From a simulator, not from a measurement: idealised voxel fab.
This is a process module. Its name is voxel transistor to metal.
In the cross-section labelled cut, the width is 285 nm and each square cell is 5 nm.
Heads up, the way a cross-section reads in here is a grid of square cells, handed over as bands from the top down, with every band being one or more rows of cells. Basically the band line says how high the top is and how high the bottom is, in nm, and then what's in it from left to right, every material with its width in nm. Empty space shows up as "empty", and if a single material carries "all across" it runs the full band edge to edge. The reference from which all heights are counted is 0, the level beneath which the as-received wafer is entirely one material; the lowest band, having no lower bound, proceeds downward and is written after the example "0..down". The notation "30->40" denotes a width that varies across the rows of cells in the band, beginning at the first number in the top row, finishing at the second number in the bottom row, and changing by an identical amount from each row to the next. No cell of the cross-section changed in a step that is given as "no change". Closed-off voids of 8+ cells (no open route to the top) go in "Enclosed internal cavities", written width x height at distance from the left edge, in nm. The remark found on a step's line after its settings is issued by the simulator itself and pertains to that step. overlay nm: right-of-plan distance of the mask on a masked step; negative values mean left-of-plan. So the way this works: pairs, before and after one process step. The after picture only goes down to the lowest band that actually changed, nothing below. Step and its settings are under each pair. And watch out, pairs might come from different runs of this module, same starting wafer though, so a pair only follows on from the one above if its "Prior to step" entry tells you so.
PRIOR TO STEP
* 120..85: lowk (25), then empty (15), then lowk (120), then empty (15), then lowk (110)
* 85..80: SiCN (25), then empty (15), then SiCN (120), then empty (15), then SiCN (110)
* 80..60: SiO2 (25), then TiN (5), then Cu (5), then TiN (5), then SiO2 (65), then TiN (5), then Cu (5), then TiN (5), then SiO2 (40), then TiN (5), then Cu (5), then TiN (5), then SiO2 (65), then TiN (5), then Cu (5), then TiN (5), then SiO2 (30)
* 60..55: SiCN (25), then TiN (15), then SiCN (65), then TiN (15), then SiCN (40), then TiN (15), then SiCN (65), then TiN (15), then SiCN (30)
* 55..45: SiO2 (25), then TiN (5), then W (5), then TiN (5), then SiO2 (65), then TiN (5), then W (5), then TiN (5), then SiO2 (40), then TiN (5), then W (5), then TiN (5), then SiO2 (65), then TiN (5), then W (5), then TiN (5), then SiO2 (30)
* 45..35: SiO2 (25), then TiN (5), then W (5), then TiN (5), then SiO2 (20), then SiCN (25), then SiO2 (20), then TiN (5), then W (5), then TiN (5), then SiO2 (40), then TiN (5), then W (5), then TiN (5), then SiO2 (20), then SiCN (25), then SiO2 (20), then TiN (5), then W (5), then TiN (5), then SiO2 (30)
* 35..30: SiO2 (25), then TiN (5), then W (5), then TiN (5), then SiO2 (10), then SiN (5), then SiO2 (5), then SiCN (25), then SiO2 (5), then SiN (5), then SiO2 (10), then TiN (5), then W (5), then TiN (5), then SiO2 (40), then TiN (5), then W (5), then TiN (5), then SiO2 (10), then SiN (5), then SiO2 (5), then SiCN (25), then SiO2 (5), then SiN (5), then SiO2 (10), then TiN (5), then W (5), then TiN (5), then SiO2 (30)
* 30..15: SiO2 (25), then TiN (5), then W (5), then TiN (5), then SiO2 (10), then SiN (5), then SiO2 (5), then polySi (25), then SiO2 (5), then SiN (5), then SiO2 (10), then TiN (5), then W (5), then TiN (5), then SiO2 (40), then TiN (5), then W (5), then TiN (5), then SiO2 (10), then SiN (5), then SiO2 (5), then polySi (25), then SiO2 (5), then SiN (5), then SiO2 (10), then TiN (5), then W (5), then TiN (5), then SiO2 (30)
* 15..10: SiO2 (25), then TiN (15), then SiO2 (10), then SiN (5), then SiO2 (5), then polySi (25), then SiO2 (5), then SiN (5), then SiO2 (10), then TiN (15), then SiO2 (40), then TiN (15), then SiO2 (10), then SiN (5), then SiO2 (5), then polySi (25), then SiO2 (5), then SiN (5), then SiO2 (10), then TiN (15), then SiO2 (30)
* 10..0: SiO2 (25), then TiN (10), then pSi (15), then SiN (5), then SiO2 (5), then polySi (25), then SiO2 (5), then SiN (5), then pSi (15), then TiN (10), then SiO2 (40), then TiN (10), then pSi (15), then SiN (5), then SiO2 (5), then polySi (25), then SiO2 (5), then SiN (5), then pSi (15), then TiN (10), then SiO2 (30)
* 0..-5: SiO2 (10), then pSi (40), then SiO2 (45), then pSi (40), then SiO2 (10), then pSi (40), then SiO2 (45), then pSi (40), then SiO2 (15)
* -5..-15: SiO2 (15), then pSi (35), then Si (45), then pSi (35), then SiO2 (20), then pSi (35), then Si (45), then pSi (35), then SiO2 (20)
* -15..-20: SiO2 (15), then Si (115), then SiO2 (20), then Si (115), then SiO2 (20)
* -20..down: Si all across
* Enclosed internal cavities: none
POST-STEP APPEARANCE
* 125..120: TiN (30), then empty (5), then TiN (130), then empty (5), then TiN (115)
* 120..85: lowk (25), then TiN (5), then empty (5), then TiN (5), then lowk (120), then TiN (5), then empty (5), then TiN (5), then lowk (110)
* 85..80: SiCN (25), then TiN (15), then SiCN (120), then TiN (15), then SiCN (110)
* Everything below 80 is unchanged.
* Enclosed internal cavities: none
Step applied between the pre-step and post-step cross-sections shown above: CONFORMAL_DEP [material TiN] [thk nm 5]
Prior to step: For the state before this step, see the after cross-section of the pair located directly above.
POST-STEP APPEARANCE
* 130..125: Ru all across
* 125..120: TiN (30), then Ru (5), then TiN (130), then Ru (5), then TiN (115)
* 120..85: lowk (25), then TiN (5), then Ru (5), then TiN (5), then lowk (120), then TiN (5), then Ru (5), then TiN (5), then lowk (110)
* Everything below 85 is unchanged.
* Enclosed internal cavities: none
Step applied between the pre-step and post-step cross-sections shown above: FILL_DEP [material Ru] [thk nm 5]
Prior to step: For the state before this step, see the after cross-section of the pair located directly above.
POST-STEP APPEARANCE
* 120..85: lowk (25), then TiN (5), then Ru (5), then TiN (5), then lowk (120), then TiN (5), then Ru (5), then TiN (5), then lowk (110)
* Everything below 85 is unchanged.
* Enclosed internal cavities: none
Step applied between the pre-step and post-step cross-sections shown above: CMP [height nm 120]
Prior to step: For the state before this step, see the after cross-section of the pair located directly above.
POST-STEP APPEARANCE
* 125..120: SiN all across
* Everything below 120 is unchanged.
* Enclosed internal cavities: none
Step applied between the pre-step and post-step cross-sections shown above: CONFORMAL_DEP [material SiN] [thk nm 5]
PRIOR TO STEP
* 45..30: SiCN all across
* 30..0: polySi all across
* 0..-5: SiO2 all across
* -5..-20: SiO2 (15), then Si (115), then SiO2 (20), then Si (115), then SiO2 (20)
* -20..down: Si all across
* Enclosed internal cavities: none
POST-STEP APPEARANCE
* 65..45: empty (65), then resist (15), then empty (120), then resist (15), then empty (70)
* Everything below 45 is unchanged.
* Enclosed internal cavities: none
Step applied between the pre-step and post-step cross-sections shown above: PATTERN [tone cover] [mask id GATE] [material resist] [width nm 15] [pitch nm 135] [thk nm 20] [overlay nm 0]
Prior to step: For the state before this step, see the after cross-section of the pair located directly above.
POST-STEP APPEARANCE
* 65..45: empty (65), then resist (15), then empty (120), then resist (15), then empty (70)
* 45..30: empty (65), then SiCN (15), then empty (120), then SiCN (15), then empty (70)
* Everything below 30 is unchanged.
* Enclosed internal cavities: none
Step applied between the pre-step and post-step cross-sections shown above: DIRECTIONAL_ETCH [etch materials SiCN] [depth nm 25]
Prior to step: For the state before this step, see the after cross-section of the pair located directly above.
POST-STEP APPEARANCE
* 65..45: empty (65), then resist (15), then empty (120), then resist (15), then empty (70)
* 45..30: empty (65), then SiCN (15), then empty (120), then SiCN (15), then empty (70)
* 30..0: empty (65), then polySi (15), then empty (120), then polySi (15), then empty (70)
* Everything below 0 is unchanged.
* Enclosed internal cavities: none
Step applied between the pre-step and post-step cross-sections shown above: DIRECTIONAL_ETCH [etch materials polySi] [depth nm 40]
Prior to step: For the state before this step, see the after cross-section of the pair located directly above.
POST-STEP APPEARANCE
* 45..30: empty (65), then SiCN (15), then empty (120), then SiCN (15), then empty (70)
* Everything below 30 is unchanged.
* Enclosed internal cavities: none
Step applied between the pre-step and post-step cross-sections shown above: STRIP [etch materials resist]
Prior to step: For the state before this step, see the after cross-section of the pair located directly above.
POST-STEP APPEARANCE
* 50..45: empty (60), then SiO2 (25), then empty (110), then SiO2 (25), then empty (65)
* 45..30: empty (60), then SiO2 (5), then SiCN (15), then SiO2 (5), then empty (110), then SiO2 (5), then SiCN (15), then SiO2 (5), then empty (65)
* 30..5: empty (60), then SiO2 (5), then polySi (15), then SiO2 (5), then empty (110), then SiO2 (5), then polySi (15), then SiO2 (5), then empty (65)
* 5..0: SiO2 (65), then polySi (15), then SiO2 (120), then polySi (15), then SiO2 (70)
* Everything below 0 is unchanged.
* Enclosed internal cavities: none
Step applied between the pre-step and post-step cross-sections shown above: CONFORMAL_DEP [material SiO2] [thk nm 5]
Prior to step: For the state before this step, see the after cross-section of the pair located directly above.
POST-STEP APPEARANCE
* 45..30: empty (60), then SiO2 (5), then SiCN (15), then SiO2 (5), then empty (110), then SiO2 (5), then SiCN (15), then SiO2 (5), then empty (65)
* 30..0: empty (60), then SiO2 (5), then polySi (15), then SiO2 (5), then empty (110), then SiO2 (5), then polySi (15), then SiO2 (5), then empty (65)
* Everything below 0 is unchanged.
* Enclosed internal cavities: none
Step applied between the pre-step and post-step cross-sections shown above: DIRECTIONAL_ETCH [etch materials SiO2] [depth nm 5]
Prior to step: For the state before this step, see the after cross-section of the pair located directly above.
POST-STEP APPEARANCE
* 50..45: empty (55), then SiN (35), then empty (100), then SiN (35), then empty (60)
* 45..30: empty (55), then SiN (5), then SiO2 (5), then SiCN (15), then SiO2 (5), then SiN (5), then empty (100), then SiN (5), then SiO2 (5), then SiCN (15), then SiO2 (5), then SiN (5), then empty (60)
* 30..5: empty (55), then SiN (5), then SiO2 (5), then polySi (15), then SiO2 (5), then SiN (5), then empty (100), then SiN (5), then SiO2 (5), then polySi (15), then SiO2 (5), then SiN (5), then empty (60)
* 5..0: SiN (60), then SiO2 (5), then polySi (15), then SiO2 (5), then SiN (110), then SiO2 (5), then polySi (15), then SiO2 (5), then SiN (65)
* Everything below 0 is unchanged.
* Enclosed internal cavities: none
Step applied between the pre-step and post-step cross-sections shown above: CONFORMAL_DEP [material SiN] [thk nm 5]
Prior to step: For the state before this step, see the after cross-section of the pair located directly above.
POST-STEP APPEARANCE
* 45..30: empty (55), then SiN (5), then SiO2 (5), then SiCN (15), then SiO2 (5), then SiN (5), then empty (100), then SiN (5), then SiO2 (5), then SiCN (15), then SiO2 (5), then SiN (5), then empty (60)
* 30..0: empty (55), then SiN (5), then SiO2 (5), then polySi (15), then SiO2 (5), then SiN (5), then empty (100), then SiN (5), then SiO2 (5), then polySi (15), then SiO2 (5), then SiN (5), then empty (60)
* Everything below 0 is unchanged.
* Enclosed internal cavities: none
Step applied between the pre-step and post-step cross-sections shown above: DIRECTIONAL_ETCH [etch materials SiN] [depth nm 5]
Prior to step: For the state before this step, see the after cross-section of the pair located directly above.
POST-STEP APPEARANCE
* 45..40: empty (55), then SiN (5), then empty (5), then SiCN (15), then empty (5), then SiN (5), then empty (100), then SiN (5), then empty (5), then SiCN (15), then empty (5), then SiN (5), then empty (60)
* 40..30: empty (55), then SiN (5), then SiO2 (5), then SiCN (15), then SiO2 (5), then SiN (5), then empty (100), then SiN (5), then SiO2 (5), then SiCN (15), then SiO2 (5), then SiN (5), then empty (60)
* 30..0: empty (55), then SiN (5), then SiO2 (5), then polySi (15), then SiO2 (5), then SiN (5), then empty (100), then SiN (5), then SiO2 (5), then polySi (15), then SiO2 (5), then SiN (5), then empty (60)
* 0..-5: empty (55), then SiO2 (35), then empty (100), then SiO2 (35), then empty (60)
* Everything below -5 is unchanged.
* Enclosed internal cavities: none
Step applied between the pre-step and post-step cross-sections shown above: DIRECTIONAL_ETCH [etch materials SiO2] [depth nm 5]
Prior to step: For the state before this step, see the after cross-section of the pair located directly above.
POST-STEP APPEARANCE
* 45..40: empty (55), then SiN (5), then empty (5), then SiCN (15), then empty (5), then SiN (5), then empty (100), then SiN (5), then empty (5), then SiCN (15), then empty (5), then SiN (5), then empty (60)
* 40..30: empty (55), then SiN (5), then SiO2 (5), then SiCN (15), then SiO2 (5), then SiN (5), then empty (100), then SiN (5), then SiO2 (5), then SiCN (15), then SiO2 (5), then SiN (5), then empty (60)
* 30..0: empty (55), then SiN (5), then SiO2 (5), then polySi (15), then SiO2 (5), then SiN (5), then empty (100), then SiN (5), then SiO2 (5), then polySi (15), then SiO2 (5), then SiN (5), then empty (60)
* 0..-5: empty (55), then SiO2 (35), then empty (100), then SiO2 (35), then empty (60)
* -5..-15: SiO2 (15), then empty (40), then Si (35), then empty (40), then SiO2 (20), then empty (40), then Si (35), then empty (40), then SiO2 (20)
* Everything below -15 is unchanged.
* Enclosed internal cavities: none
Step applied between the pre-step and post-step cross-sections shown above: DIRECTIONAL_ETCH [etch materials Si] [depth nm 10]
Prior to step: For the state before this step, see the after cross-section of the pair located directly above.
POST-STEP APPEARANCE
* 45..40: empty (55), then SiN (5), then empty (5), then SiCN (15), then empty (5), then SiN (5), then empty (100), then SiN (5), then empty (5), then SiCN (15), then empty (5), then SiN (5), then empty (60)
* 40..30: empty (55), then SiN (5), then SiO2 (5), then SiCN (15), then SiO2 (5), then SiN (5), then empty (100), then SiN (5), then SiO2 (5), then SiCN (15), then SiO2 (5), then SiN (5), then empty (60)
* 30..10: empty (55), then SiN (5), then SiO2 (5), then polySi (15), then SiO2 (5), then SiN (5), then empty (100), then SiN (5), then SiO2 (5), then polySi (15), then SiO2 (5), then SiN (5), then empty (60)
* 10..0: empty (40), then pSi (15), then SiN (5), then SiO2 (5), then polySi (15), then SiO2 (5), then SiN (5), then pSi (15), then empty (70), then pSi (15), then SiN (5), then SiO2 (5), then polySi (15), then SiO2 (5), then SiN (5), then pSi (15), then empty (45)
* 0..-5: empty (10), then pSi (45), then SiO2 (35), then pSi (45), then empty (10), then pSi (45), then SiO2 (35), then pSi (45), then empty (15)
* -5..-15: SiO2 (15), then pSi (40), then Si (35), then pSi (40), then SiO2 (20), then pSi (40), then Si (35), then pSi (40), then SiO2 (20)
* Everything below -15 is unchanged.
* Enclosed internal cavities: none
Step applied between the pre-step and post-step cross-sections shown above: EPI [material pSi] [thk nm 15]
Prior to step: For the state before this step, see the after cross-section of the pair located directly above.
POST-STEP APPEARANCE
* 50..45: SiO2 all across
* 45..30: SiO2 (55), then SiN (5), then SiO2 (5), then SiCN (15), then SiO2 (5), then SiN (5), then SiO2 (100), then SiN (5), then SiO2 (5), then SiCN (15), then SiO2 (5), then SiN (5), then SiO2 (60)
* 30..10: SiO2 (55), then SiN (5), then SiO2 (5), then polySi (15), then SiO2 (5), then SiN (5), then SiO2 (100), then SiN (5), then SiO2 (5), then polySi (15), then SiO2 (5), then SiN (5), then SiO2 (60)
* 10..0: SiO2 (40), then pSi (15), then SiN (5), then SiO2 (5), then polySi (15), then SiO2 (5), then SiN (5), then pSi (15), then SiO2 (70), then pSi (15), then SiN (5), then SiO2 (5), then polySi (15), then SiO2 (5), then SiN (5), then pSi (15), then SiO2 (45)
* 0..-5: SiO2 (10), then pSi (45), then SiO2 (35), then pSi (45), then SiO2 (10), then pSi (45), then SiO2 (35), then pSi (45), then SiO2 (15)
* Everything below -5 is unchanged.
* Enclosed internal cavities: none
Step applied between the pre-step and post-step cross-sections shown above: FILL_DEP [material SiO2] [thk nm 5]
Prior to step: For the state before this step, see the after cross-section of the pair located directly above.
POST-STEP APPEARANCE
* 45..30: SiO2 (55), then SiN (5), then SiO2 (5), then SiCN (15), then SiO2 (5), then SiN (5), then SiO2 (100), then SiN (5), then SiO2 (5), then SiCN (15), then SiO2 (5), then SiN (5), then SiO2 (60)
* Everything below 30 is unchanged.
* Enclosed internal cavities: none
Step applied between the pre-step and post-step cross-sections shown above: CMP [height nm 45]
Prior to step: For the state before this step, see the after cross-section of the pair located directly above.
POST-STEP APPEARANCE
* 55..45: SiO2 all across
* Everything below 45 is unchanged.
* Enclosed internal cavities: none
Step applied between the pre-step and post-step cross-sections shown above: DIRECTIONAL_DEP [material SiO2] [thk nm 10]
Prior to step: For the state before this step, see the after cross-section of the pair located directly above.
POST-STEP APPEARANCE
* 70..55: resist (25), then empty (15), then resist (65), then empty (15), then resist (40), then empty (15), then resist (65), then empty (15), then resist (30)
* Everything below 55 is unchanged.
* Enclosed internal cavities: none
Step applied between the pre-step and post-step cross-sections shown above: PATTERN [tone open] [mask id CONTACT] [material resist] [width nm 15] [thk nm 15] [overlay nm 0]
Prior to step: For the state before this step, see the after cross-section of the pair located directly above.
POST-STEP APPEARANCE
* 70..55: resist (25), then empty (15), then resist (65), then empty (15), then resist (40), then empty (15), then resist (65), then empty (15), then resist (30)
* 55..45: SiO2 (25), then empty (15), then SiO2 (65), then empty (15), then SiO2 (40), then empty (15), then SiO2 (65), then empty (15), then SiO2 (30)
* 45..30: SiO2 (25), then empty (15), then SiO2 (15), then SiN (5), then SiO2 (5), then SiCN (15), then SiO2 (5), then SiN (5), then SiO2 (15), then empty (15), then SiO2 (40), then empty (15), then SiO2 (15), then SiN (5), then SiO2 (5), then SiCN (15), then SiO2 (5), then SiN (5), then SiO2 (15), then empty (15), then SiO2 (30)
* 30..10: SiO2 (25), then empty (15), then SiO2 (15), then SiN (5), then SiO2 (5), then polySi (15), then SiO2 (5), then SiN (5), then SiO2 (15), then empty (15), then SiO2 (40), then empty (15), then SiO2 (15), then SiN (5), then SiO2 (5), then polySi (15), then SiO2 (5), then SiN (5), then SiO2 (15), then empty (15), then SiO2 (30)
* 10..0: SiO2 (25), then empty (15), then pSi (15), then SiN (5), then SiO2 (5), then polySi (15), then SiO2 (5), then SiN (5), then pSi (15), then empty (15), then SiO2 (40), then empty (15), then pSi (15), then SiN (5), then SiO2 (5), then polySi (15), then SiO2 (5), then SiN (5), then pSi (15), then empty (15), then SiO2 (30)
* Everything below 0 is unchanged.
* Enclosed internal cavities: none
Step applied between the pre-step and post-step cross-sections shown above: DIRECTIONAL_ETCH [etch materials SiO2] [depth nm 55]
Prior to step: For the state before this step, see the after cross-section of the pair located directly above.
POST-STEP APPEARANCE
* 55..45: SiO2 (25), then empty (15), then SiO2 (65), then empty (15), then SiO2 (40), then empty (15), then SiO2 (65), then empty (15), then SiO2 (30)
* Everything below 45 is unchanged.
* Enclosed internal cavities: none
Step applied between the pre-step and post-step cross-sections shown above: STRIP [etch materials resist]
Prior to step: For the state before this step, see the after cross-section of the pair located directly above.
POST-STEP APPEARANCE
* 60..55: TiN (30), then empty (5), then TiN (75), then empty (5), then TiN (50), then empty (5), then TiN (75), then empty (5), then TiN (35)
* 55..45: SiO2 (25), then TiN (5), then empty (5), then TiN (5), then SiO2 (65), then TiN (5), then empty (5), then TiN (5), then SiO2 (40), then TiN (5), then empty (5), then TiN (5), then SiO2 (65), then TiN (5), then empty (5), then TiN (5), then SiO2 (30)
* 45..30: SiO2 (25), then TiN (5), then empty (5), then TiN (5), then SiO2 (15), then SiN (5), then SiO2 (5), then SiCN (15), then SiO2 (5), then SiN (5), then SiO2 (15), then TiN (5), then empty (5), then TiN (5), then SiO2 (40), then TiN (5), then empty (5), then TiN (5), then SiO2 (15), then SiN (5), then SiO2 (5), then SiCN (15), then SiO2 (5), then SiN (5), then SiO2 (15), then TiN (5), then empty (5), then TiN (5), then SiO2 (30)
* 30..10: SiO2 (25), then TiN (5), then empty (5), then TiN (5), then SiO2 (15), then SiN (5), then SiO2 (5), then polySi (15), then SiO2 (5), then SiN (5), then SiO2 (15), then TiN (5), then empty (5), then TiN (5), then SiO2 (40), then TiN (5), then empty (5), then TiN (5), then SiO2 (15), then SiN (5), then SiO2 (5), then polySi (15), then SiO2 (5), then SiN (5), then SiO2 (15), then TiN (5), then empty (5), then TiN (5), then SiO2 (30)
* 10..5: SiO2 (25), then TiN (5), then empty (5), then TiN (5), then pSi (15), then SiN (5), then SiO2 (5), then polySi (15), then SiO2 (5), then SiN (5), then pSi (15), then TiN (5), then empty (5), then TiN (5), then SiO2 (40), then TiN (5), then empty (5), then TiN (5), then pSi (15), then SiN (5), then SiO2 (5), then polySi (15), then SiO2 (5), then SiN (5), then pSi (15), then TiN (5), then empty (5), then TiN (5), then SiO2 (30)
* 5..0: SiO2 (25), then TiN (15), then pSi (15), then SiN (5), then SiO2 (5), then polySi (15), then SiO2 (5), then SiN (5), then pSi (15), then TiN (15), then SiO2 (40), then TiN (15), then pSi (15), then SiN (5), then SiO2 (5), then polySi (15), then SiO2 (5), then SiN (5), then pSi (15), then TiN (15), then SiO2 (30)
* Everything below 0 is unchanged.
* Enclosed internal cavities: none
Step applied between the pre-step and post-step cross-sections shown above: CONFORMAL_DEP [material TiN] [thk nm 5]
Prior to step: For the state before this step, see the after cross-section of the pair located directly above.
POST-STEP APPEARANCE
* 70..60: W all across
* 60..55: TiN (30), then W (5), then TiN (75), then W (5), then TiN (50), then W (5), then TiN (75), then W (5), then TiN (35)
* 55..45: SiO2 (25), then TiN (5), then W (5), then TiN (5), then SiO2 (65), then TiN (5), then W (5), then TiN (5), then SiO2 (40), then TiN (5), then W (5), then TiN (5), then SiO2 (65), then TiN (5), then W (5), then TiN (5), then SiO2 (30)
* 45..30: SiO2 (25), then TiN (5), then W (5), then TiN (5), then SiO2 (15), then SiN (5), then SiO2 (5), then SiCN (15), then SiO2 (5), then SiN (5), then SiO2 (15), then TiN (5), then W (5), then TiN (5), then SiO2 (40), then TiN (5), then W (5), then TiN (5), then SiO2 (15), then SiN (5), then SiO2 (5), then SiCN (15), then SiO2 (5), then SiN (5), then SiO2 (15), then TiN (5), then W (5), then TiN (5), then SiO2 (30)
* 30..10: SiO2 (25), then TiN (5), then W (5), then TiN (5), then SiO2 (15), then SiN (5), then SiO2 (5), then polySi (15), then SiO2 (5), then SiN (5), then SiO2 (15), then TiN (5), then W (5), then TiN (5), then SiO2 (40), then TiN (5), then W (5), then TiN (5), then SiO2 (15), then SiN (5), then SiO2 (5), then polySi (15), then SiO2 (5), then SiN (5), then SiO2 (15), then TiN (5), then W (5), then TiN (5), then SiO2 (30)
* 10..5: SiO2 (25), then TiN (5), then W (5), then TiN (5), then pSi (15), then SiN (5), then SiO2 (5), then polySi (15), then SiO2 (5), then SiN (5), then pSi (15), then TiN (5), then W (5), then TiN (5), then SiO2 (40), then TiN (5), then W (5), then TiN (5), then pSi (15), then SiN (5), then SiO2 (5), then polySi (15), then SiO2 (5), then SiN (5), then pSi (15), then TiN (5), then W (5), then TiN (5), then SiO2 (30)
* Everything below 5 is unchanged.
* Enclosed internal cavities: none
Step applied between the pre-step and post-step cross-sections shown above: FILL_DEP [material W] [thk nm 10]
Prior to step: For the state before this step, see the after cross-section of the pair located directly above.
POST-STEP APPEARANCE
* 55..45: SiO2 (25), then TiN (5), then W (5), then TiN (5), then SiO2 (65), then TiN (5), then W (5), then TiN (5), then SiO2 (40), then TiN (5), then W (5), then TiN (5), then SiO2 (65), then TiN (5), then W (5), then TiN (5), then SiO2 (30)
* Everything below 45 is unchanged.
* Enclosed internal cavities: none
Step applied between the pre-step and post-step cross-sections shown above: CMP [height nm 55]
Prior to step: For the state before this step, see the after cross-section of the pair located directly above.
POST-STEP APPEARANCE
* 60..55: SiCN all across
* Everything below 55 is unchanged.
* Enclosed internal cavities: none
Step applied between the pre-step and post-step cross-sections shown above: CONFORMAL_DEP [material SiCN] [thk nm 5]
Prior to step: For the state before this step, see the after cross-section of the pair located directly above.
POST-STEP APPEARANCE
* 80..60: SiO2 all across
* Everything below 60 is unchanged.
* Enclosed internal cavities: none
Step applied between the pre-step and post-step cross-sections shown above: DIRECTIONAL_DEP [material SiO2] [thk nm 20]
Prior to step: For the state before this step, see the after cross-section of the pair located directly above.
POST-STEP APPEARANCE
* 90..80: aC all across
* Everything below 80 is unchanged.
* Enclosed internal cavities: none
Step applied between the pre-step and post-step cross-sections shown above: DIRECTIONAL_DEP [material aC] [thk nm 10]
Prior to step: For the state before this step, see the after cross-section of the pair located directly above.
POST-STEP APPEARANCE
* 120..90: resist (25), then empty (15), then resist (65), then empty (15), then resist (40), then empty (15), then resist (65), then empty (15), then resist (30)
* Everything below 90 is unchanged.
* Enclosed internal cavities: none
Step applied between the pre-step and post-step cross-sections shown above: PATTERN [tone open] [mask id METAL_1] [material resist] [width nm 15] [thk nm 30] [overlay nm 0]
Prior to step: For the state before this step, see the after cross-section of the pair located directly above.
POST-STEP APPEARANCE
* 110..90: resist (25), then empty (15), then resist (65), then empty (15), then resist (40), then empty (15), then resist (65), then empty (15), then resist (30)
* 90..80: aC (25), then empty (15), then aC (65), then empty (15), then aC (40), then empty (15), then aC (65), then empty (15), then aC (30)
* Everything below 80 is unchanged.
* Enclosed internal cavities: none
Step applied between the pre-step and post-step cross-sections shown above: DIRECTIONAL_ETCH [etch materials aC] [depth nm 10]
Prior to step: For the state before this step, see the after cross-section of the pair located directly above.
POST-STEP APPEARANCE
* 90..80: aC (25), then empty (15), then aC (65), then empty (15), then aC (40), then empty (15), then aC (65), then empty (15), then aC (30)
* Everything below 80 is unchanged.
* Enclosed internal cavities: none
Step applied between the pre-step and post-step cross-sections shown above: STRIP [etch materials resist]
Prior to step: For the state before this step, see the after cross-section of the pair located directly above.
POST-STEP APPEARANCE
* 90..80: aC (25), then empty (15), then aC (65), then empty (15), then aC (40), then empty (15), then aC (65), then empty (15), then aC (30)
* 80..60: SiO2 (25), then empty (15), then SiO2 (65), then empty (15), then SiO2 (40), then empty (15), then SiO2 (65), then empty (15), then SiO2 (30)
* Everything below 60 is unchanged.
* Enclosed internal cavities: none
Step applied between the pre-step and post-step cross-sections shown above: DIRECTIONAL_ETCH [etch materials SiO2] [depth nm 20]
Prior to step: For the state before this step, see the after cross-section of the pair located directly above.
POST-STEP APPEARANCE
* 90..80: aC (25), then empty (15), then aC (65), then empty (15), then aC (40), then empty (15), then aC (65), then empty (15), then aC (30)
* 80..60: SiO2 (25), then empty (15), then SiO2 (65), then empty (15), then SiO2 (40), then empty (15), then SiO2 (65), then empty (15), then SiO2 (30)
* 60..55: SiCN (25), then empty (15), then SiCN (65), then empty (15), then SiCN (40), then empty (15), then SiCN (65), then empty (15), then SiCN (30)
* Everything below 55 is unchanged.
* Enclosed internal cavities: none
Step applied between the pre-step and post-step cross-sections shown above: DIRECTIONAL_ETCH [etch materials SiCN] [depth nm 5]
Prior to step: For the state before this step, see the after cross-section of the pair located directly above.
POST-STEP APPEARANCE
* 80..60: SiO2 (25), then empty (15), then SiO2 (65), then empty (15), then SiO2 (40), then empty (15), then SiO2 (65), then empty (15), then SiO2 (30)
* Everything below 60 is unchanged.
* Enclosed internal cavities: none
Step applied between the pre-step and post-step cross-sections shown above: STRIP [etch materials aC]
Prior to step: For the state before this step, see the after cross-section of the pair located directly above.
POST-STEP APPEARANCE
* 85..80: TiN (30), then empty (5), then TiN (75), then empty (5), then TiN (50), then empty (5), then TiN (75), then empty (5), then TiN (35)
* 80..60: SiO2 (25), then TiN (5), then empty (5), then TiN (5), then SiO2 (65), then TiN (5), then empty (5), then TiN (5), then SiO2 (40), then TiN (5), then empty (5), then TiN (5), then SiO2 (65), then TiN (5), then empty (5), then TiN (5), then SiO2 (30)
* 60..55: SiCN (25), then TiN (15), then SiCN (65), then TiN (15), then SiCN (40), then TiN (15), then SiCN (65), then TiN (15), then SiCN (30)
* Everything below 55 is unchanged.
* Enclosed internal cavities: none
Step applied between the pre-step and post-step cross-sections shown above: CONFORMAL_DEP [material TiN] [thk nm 5]
Prior to step: For the state before this step, see the after cross-section of the pair located directly above.
POST-STEP APPEARANCE
* 90..85: Cu all across
* 85..80: TiN (30), then Cu (5), then TiN (75), then Cu (5), then TiN (50), then Cu (5), then TiN (75), then Cu (5), then TiN (35)
* 80..60: SiO2 (25), then TiN (5), then Cu (5), then TiN (5), then SiO2 (65), then TiN (5), then Cu (5), then TiN (5), then SiO2 (40), then TiN (5), then Cu (5), then TiN (5), then SiO2 (65), then TiN (5), then Cu (5), then TiN (5), then SiO2 (30)
* Everything below 60 is unchanged.
* Enclosed internal cavities: none
Step applied between the pre-step and post-step cross-sections shown above: FILL_DEP [material Cu] [thk nm 5]
Prior to step: For the state before this step, see the after cross-section of the pair located directly above.
POST-STEP APPEARANCE
* 80..60: SiO2 (25), then TiN (5), then Cu (5), then TiN (5), then SiO2 (65), then TiN (5), then Cu (5), then TiN (5), then SiO2 (40), then TiN (5), then Cu (5), then TiN (5), then SiO2 (65), then TiN (5), then Cu (5), then TiN (5), then SiO2 (30)
* Everything below 60 is unchanged.
* Enclosed internal cavities: none
Step applied between the pre-step and post-step cross-sections shown above: CMP [height nm 80]
Prior to step: For the state before this step, see the after cross-section of the pair located directly above.
POST-STEP APPEARANCE
* 85..80: SiCN all across
* Everything below 80 is unchanged.
* Enclosed internal cavities: none
Step applied between the pre-step and post-step cross-sections shown above: CONFORMAL_DEP [material SiCN] [thk nm 5]
Prior to step: For the state before this step, see the after cross-section of the pair located directly above.
POST-STEP APPEARANCE
* 120..85: lowk all across
* Everything below 85 is unchanged.
* Enclosed internal cavities: none
Step applied between the pre-step and post-step cross-sections shown above: DIRECTIONAL_DEP [material lowk] [thk nm 35]
Prior to step: For the state before this step, see the after cross-section of the pair located directly above.
POST-STEP APPEARANCE
* 135..120: resist (25), then empty (15), then resist (120), then empty (15), then resist (110)
* Everything below 120 is unchanged.
* Enclosed internal cavities: none
Step applied between the pre-step and post-step cross-sections shown above: PATTERN [tone open] [mask id METAL_2] [material resist] [width nm 15] [pitch nm 135] [thk nm 15] [overlay nm 0]
Prior to step: For the state before this step, see the after cross-section of the pair located directly above.
POST-STEP APPEARANCE
* 135..120: resist (25), then empty (15), then resist (120), then empty (15), then resist (110)
* 120..100: lowk (25), then empty (15), then lowk (120), then empty (15), then lowk (110)
* Everything below 100 is unchanged.
* Enclosed internal cavities: none
Step applied between the pre-step and post-step cross-sections shown above: DIRECTIONAL_ETCH [etch materials lowk] [depth nm 20]
Prior to step: For the state before this step, see the after cross-section of the pair located directly above.
POST-STEP APPEARANCE
* 120..100: lowk (25), then empty (15), then lowk (120), then empty (15), then lowk (110)
* Everything below 100 is unchanged.
* Enclosed internal cavities: none
Step applied between the pre-step and post-step cross-sections shown above: STRIP [etch materials resist]
Prior to step: For the state before this step, see the after cross-section of the pair located directly above.
POST-STEP APPEARANCE
* 120..85: lowk (25), then empty (15), then lowk (120), then empty (15), then lowk (110)
* Everything below 85 is unchanged.
* Enclosed internal cavities: none
Step applied between the pre-step and post-step cross-sections shown above: MASKED_ETCH [tone open] [mask id METAL_2_HOLES] [width nm 15] [pitch nm 135] [etch materials lowk] [depth nm 15] [overlay nm 0]
